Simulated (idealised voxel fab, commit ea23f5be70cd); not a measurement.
Herein follows the process module entitled voxel wiring stack.
The figure presents cross-section cut, which has a width of 205 nm and is divided into square cells with an edge length of 5 nm.
Think of the cross-section as a grid of square cells. We describe it in bands, top to bottom, and each band covers one or more rows of those cells.
In this notation a band is specified by the heights of its top and bottom, in that order and in nm, after which its materials appear from left to right, each paired with its width in nm. The word "all across" attached to a single material means that material fills the band from edge to edge; the word "empty" stands for empty space.
We count height from 0. Below that, the starting wafer is all one material. The lowest band never ends at the bottom but goes on down; see "0 down" for how that is written.
Per-row width for "30 to 40": begins at first number (top row of band), ends at second number (bottom row), increment between rows held constant.
The designation "nothing got changed", where it is given for a processing step, indicates that no cell of the cross-section was altered in the course of that step.
"Fully closed voids" - sealed voids, min. 8 cells, no opening to top; format: width x height at distance (distance from left edge; nm throughout).
Post-settings text on a step line: simulator's own remark regarding the step.
If you see "overlay nm" on a step's line and that step has a mask, it's telling you how far right of where it was planned the mask ended up; a negative number means it went left instead.

-- Set out below are the planned steps of the process
| 1 | RECEIVE [material Si] |
| 2 | CONFORMAL_DEP [material SiO2] [thk nm 15] |
| 3 | DIRECTIONAL_DEP [material TiN] [thk nm 5] |
| 4 | DIRECTIONAL_DEP [material W] [thk nm 25] |
| 5 | PATTERN [tone cover] [mask id METAL_1] [material resist] [width nm 30] [pitch nm 55] [thk nm 15] [overlay nm 0] |
| 6 | DIRECTIONAL_ETCH [etch materials W] [depth nm 25] |
| 7 | DIRECTIONAL_ETCH [etch materials TiN] [depth nm 5] |
| 8 | STRIP [etch materials resist] |
| 9 | FILL_DEP [material lowk] [thk nm 5] |
| 10 | CMP [height nm 45] |
| 11 | CONFORMAL_DEP [material SiCN] [thk nm 5] |
| 12 | DIRECTIONAL_DEP [material SiO2] [thk nm 20] |
| 13 | DIRECTIONAL_DEP [material aC] [thk nm 10] |
| 14 | PATTERN [tone open] [mask id PLUG_1] [material resist] [width nm 15] [pitch nm 110] [thk nm 30] [overlay nm 0] |
| 15 | DIRECTIONAL_ETCH [etch materials aC] [depth nm 10] |
| 16 | STRIP [etch materials resist] |
| 17 | DIRECTIONAL_ETCH [etch materials SiO2] [depth nm 10] |
| 18 | DIRECTIONAL_ETCH [etch materials SiCN] [depth nm 5] |
| 19 | STRIP [etch materials aC] |
| 20 | CONFORMAL_DEP [material TiN] [thk nm 5] |
| 21 | FILL_DEP [material W] [thk nm 5] |
| 22 | CMP [height nm 70] |
| 23 | DIRECTIONAL_DEP [material TiN] [thk nm 5] |
| 24 | DIRECTIONAL_DEP [material W] [thk nm 15] |
| 25 | PATTERN [tone cover] [mask id METAL_2] [material resist] [width nm 30] [pitch nm 55] [thk nm 20] [overlay nm 0] |
| 26 | DIRECTIONAL_ETCH [etch materials W] [depth nm 15] |
| 27 | DIRECTIONAL_ETCH [etch materials TiN] [depth nm 5] |
| 28 | STRIP [etch materials resist] |
| 29 | FILL_DEP [material SiO2] [thk nm 10] |
| 30 | CMP [height nm 90] |
| 31 | CONFORMAL_DEP [material SiCN] [thk nm 5] |
| 32 | DIRECTIONAL_DEP [material lowk] [thk nm 30] |
| 33 | PATTERN [tone open] [mask id METAL_3_HOLES] [material resist] [width nm 15] [pitch nm 55] [thk nm 20] [overlay nm 0] |
| 34 | DIRECTIONAL_ETCH [etch materials lowk] [depth nm 30] |
| 35 | STRIP [etch materials resist] |
| 36 | MASKED_ETCH [tone open] [mask id METAL_3] [width nm 30] [pitch nm 55] [etch materials lowk] [depth nm 15] [overlay nm 0] |
| 37 | MASKED_ETCH [tone open] [mask id METAL_3] [width nm 30] [pitch nm 55] [etch materials SiCN] [depth nm 5] [overlay nm 0] |
| 38 | CONFORMAL_DEP [material TiN] [thk nm 5] |
| 39 | FILL_DEP [material Ru] [thk nm 10] |
| 40 | CMP [height nm 125] |
| 41 | CONFORMAL_DEP [material SiN] [thk nm 5] |
For this document, wafers share an identical start and vary in the step 17 depth nm; the plan quotes the first wafer's value.

-- Sectional view: first of several wafers, as received, after step 1
0 down | Si all across
Fully closed voids: none

-- Cross-sectional representation of the first of several wafers at the end of the module, i.e. after its terminal step, step 41
130 to 125 | SiN all across
125 to 115 | lowk (30), then TiN (5), then Ru (20), then TiN (5), then lowk (25), then TiN (5), then Ru (20), then TiN (5), then lowk (25), then TiN (5), then Ru (20), then TiN (5), then lowk (35)
115 to 110 | lowk (30), then TiN (5), then Ru (5), then TiN (20), then lowk (25), then TiN (5), then Ru (5), then TiN (20), then lowk (25), then TiN (5), then Ru (5), then TiN (20), then lowk (35)
110 to 95 | lowk (30), then TiN (5), then Ru (5), then TiN (5), then lowk (40), then TiN (5), then Ru (5), then TiN (5), then lowk (40), then TiN (5), then Ru (5), then TiN (5), then lowk (50)
95 to 90 | SiCN (30), then TiN (15), then SiCN (40), then TiN (15), then SiCN (40), then TiN (15), then SiCN (50)
90 to 75 | SiO2 (30), then W (30), then SiO2 (25), then W (30), then SiO2 (25), then W (30), then SiO2 (35)
75 to 70 | SiO2 (30), then TiN (30), then SiO2 (25), then TiN (30), then SiO2 (25), then TiN (30), then SiO2 (35)
70 to 65 | SiO2 (30), then TiN (5), then W (5), then TiN (5), then SiO2 (95), then TiN (5), then W (5), then TiN (5), then SiO2 (50)
65 to 60 | SiO2 (30), then TiN (15), then SiO2 (95), then TiN (15), then SiO2 (50)
60 to 50 | SiO2 all across
50 to 45 | SiCN all across
45 to 20 | lowk (30), then W (30), then lowk (25), then W (30), then lowk (25), then W (30), then lowk (35)
20 to 15 | lowk (30), then TiN (30), then lowk (25), then TiN (30), then lowk (25), then TiN (30), then lowk (35)
15 to 0 | SiO2 all across
0 down | Si all across
Fully closed voids: none

-- Final wafer of several, shown in cross-section at the end of the module
130 to 125 | SiN all across
125 to 115 | lowk (30), then TiN (5), then Ru (20), then TiN (5), then lowk (25), then TiN (5), then Ru (20), then TiN (5), then lowk (25), then TiN (5), then Ru (20), then TiN (5), then lowk (35)
115 to 110 | lowk (30), then TiN (5), then Ru (5), then TiN (20), then lowk (25), then TiN (5), then Ru (5), then TiN (20), then lowk (25), then TiN (5), then Ru (5), then TiN (20), then lowk (35)
110 to 95 | lowk (30), then TiN (5), then Ru (5), then TiN (5), then lowk (40), then TiN (5), then Ru (5), then TiN (5), then lowk (40), then TiN (5), then Ru (5), then TiN (5), then lowk (50)
95 to 90 | SiCN (30), then TiN (15), then SiCN (40), then TiN (15), then SiCN (40), then TiN (15), then SiCN (50)
90 to 75 | SiO2 (30), then W (30), then SiO2 (25), then W (30), then SiO2 (25), then W (30), then SiO2 (35)
75 to 70 | SiO2 (30), then TiN (30), then SiO2 (25), then TiN (30), then SiO2 (25), then TiN (30), then SiO2 (35)
70 to 50 | SiO2 (30), then TiN (5), then W (5), then TiN (5), then SiO2 (95), then TiN (5), then W (5), then TiN (5), then SiO2 (50)
50 to 45 | SiCN (30), then TiN (15), then SiCN (95), then TiN (15), then SiCN (50)
45 to 20 | lowk (30), then W (30), then lowk (25), then W (30), then lowk (25), then W (30), then lowk (35)
20 to 15 | lowk (30), then TiN (30), then lowk (25), then TiN (30), then lowk (25), then TiN (30), then lowk (35)
15 to 0 | SiO2 all across
0 down | Si all across
Fully closed voids: none

-- Table: wafers, a row each; end-of-module cell change per material since receipt, gain (+), loss (-); then closed voids
depth nm 10, +36 Ru, +73 SiCN, +41 SiN, +367 SiO2, +100 TiN, +146 W, +303 lowk, Fully closed voids: none
depth nm 15, +36 Ru, +73 SiCN, +41 SiN, +361 SiO2, +104 TiN, +148 W, +303 lowk, Fully closed voids: none
depth nm 20, +36 Ru, +67 SiCN, +41 SiN, +355 SiO2, +112 TiN, +152 W, +303 lowk, Fully closed voids: none
depth nm 25, +36 Ru, +67 SiCN, +41 SiN, +355 SiO2, +112 TiN, +152 W, +303 lowk, Fully closed voids: none
depth nm 30, +36 Ru, +67 SiCN, +41 SiN, +355 SiO2, +112 TiN, +152 W, +303 lowk, Fully closed voids: none
depth nm 35, +36 Ru, +67 SiCN, +41 SiN, +355 SiO2, +112 TiN, +152 W, +303 lowk, Fully closed voids: none
